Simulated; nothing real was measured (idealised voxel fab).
You're looking at the process module voxel trench capacitor.
Square cell edge 5 nm, section width 220 nm, ID cut.
A cross-section is a grid of square cells, given in bands from the top down. A band is one or more rows of cells.
Heights first: top, then bottom, in nm. Then materials, left to right, each with a width in nm. "edge to edge" on a single material: fills the band edge to edge. "blank": empty space.
Height is counted from the level 0, under which the received wafer is composed throughout of one material. The lowest of the bands is not closed at the bottom but continues downward, in the notation "0 nm and below".
Read "30 to 40" as a graded width: first number on top, second number at the bottom, same change between each pair of neighbouring rows.
Take "nothing changed" at face value: in the step it is given for, the cross-section changed in none of its cells.
"Closed-off voids" means: voids of 8 cells or more that are shut off from the top with no open way through. Written width x height at distance, distance from the left edge, in nm.
What comes after the settings on a step's line is commentary from the simulator itself on that step.
The setting "overlay nm" may be written on the line of a step. When the step uses a mask, the value reports how far to the right of the planned place the mask lay, and a negative value reports that it lay to the left.
## Steps planned for the process
step 1: RECEIVE: material Si
step 2: CONFORMAL_DEP: material SiN, thk nm 5
step 3: DIRECTIONAL_DEP: material aC, thk nm 10
step 4: PATTERN: tone open, mask id TRENCH, material resist, width nm 15, pitch nm 40, thk nm 30, overlay nm 0
step 5: DIRECTIONAL_ETCH: etch materials aC, depth nm 10
step 6: STRIP: etch materials resist
step 7: DIRECTIONAL_ETCH: etch materials SiN, depth nm 5
step 8: DIRECTIONAL_ETCH: etch materials Si, depth nm 15
step 9: STRIP: etch materials aC
step 10: CONFORMAL_DEP: material SiO2, thk nm 5
step 11: FILL_DEP: material polySi, thk nm 5
step 12: CMP: height nm 5
Wafers differ in depth nm at step 8; plan lists the first wafer's value; identical starting state.
## First of several wafers (as received, post step 1), cross-sectional view
0 nm and below  Si edge to edge
Closed-off voids: none
## Here's the first of several wafers in cross-section, end of the module, after the last step, step 12
5 nm to 0 nm  SiN 60 nm  SiO2 5 nm  polySi 5 nm  SiO2 5 nm  SiN 25 nm  SiO2 5 nm  polySi 5 nm  SiO2 5 nm  SiN 25 nm  SiO2 5 nm  polySi 5 nm  SiO2 5 nm  SiN 65 nm
0 nm to -10 nm  Si 60 nm  SiO2 5 nm  polySi 5 nm  SiO2 5 nm  Si 25 nm  SiO2 5 nm  polySi 5 nm  SiO2 5 nm  Si 25 nm  SiO2 5 nm  polySi 5 nm  SiO2 5 nm  Si 65 nm
-10 nm to -15 nm  Si 60 nm  SiO2 15 nm  Si 25 nm  SiO2 15 nm  Si 25 nm  SiO2 15 nm  Si 65 nm
-15 nm and below  Si edge to edge
Closed-off voids: none
## Last-wafer cross-section at the end of the module
5 nm to 0 nm  SiN 60 nm  SiO2 5 nm  polySi 5 nm  SiO2 5 nm  SiN 25 nm  SiO2 5 nm  polySi 5 nm  SiO2 5 nm  SiN 25 nm  SiO2 5 nm  polySi 5 nm  SiO2 5 nm  SiN 65 nm
0 nm to -35 nm  Si 60 nm  SiO2 5 nm  polySi 5 nm  SiO2 5 nm  Si 25 nm  SiO2 5 nm  polySi 5 nm  SiO2 5 nm  Si 25 nm  SiO2 5 nm  polySi 5 nm  SiO2 5 nm  Si 65 nm
-35 nm to -40 nm  Si 60 nm  SiO2 15 nm  Si 25 nm  SiO2 15 nm  Si 25 nm  SiO2 15 nm  Si 65 nm
-40 nm and below  Si edge to edge
Closed-off voids: none
## Tabulated below, wafer by wafer, are the end-of-module results: for each material, the number of cells gained (+) or lost (-) relative to the as-received state, followed by the closed voids
depth nm 15 | -27 Si | +35 SiN | +27 SiO2 | +9 polySi | Closed-off voids: none
depth nm 20 | -36 Si | +35 SiN | +33 SiO2 | +12 polySi | Closed-off voids: none
depth nm 25 | -45 Si | +35 SiN | +39 SiO2 | +15 polySi | Closed-off voids: none
depth nm 30 | -54 Si | +35 SiN | +45 SiO2 | +18 polySi | Closed-off voids: none
depth nm 35 | -63 Si | +35 SiN | +51 SiO2 | +21 polySi | Closed-off voids: none
depth nm 40 | -72 Si | +35 SiN | +57 SiO2 | +24 polySi | Closed-off voids: none
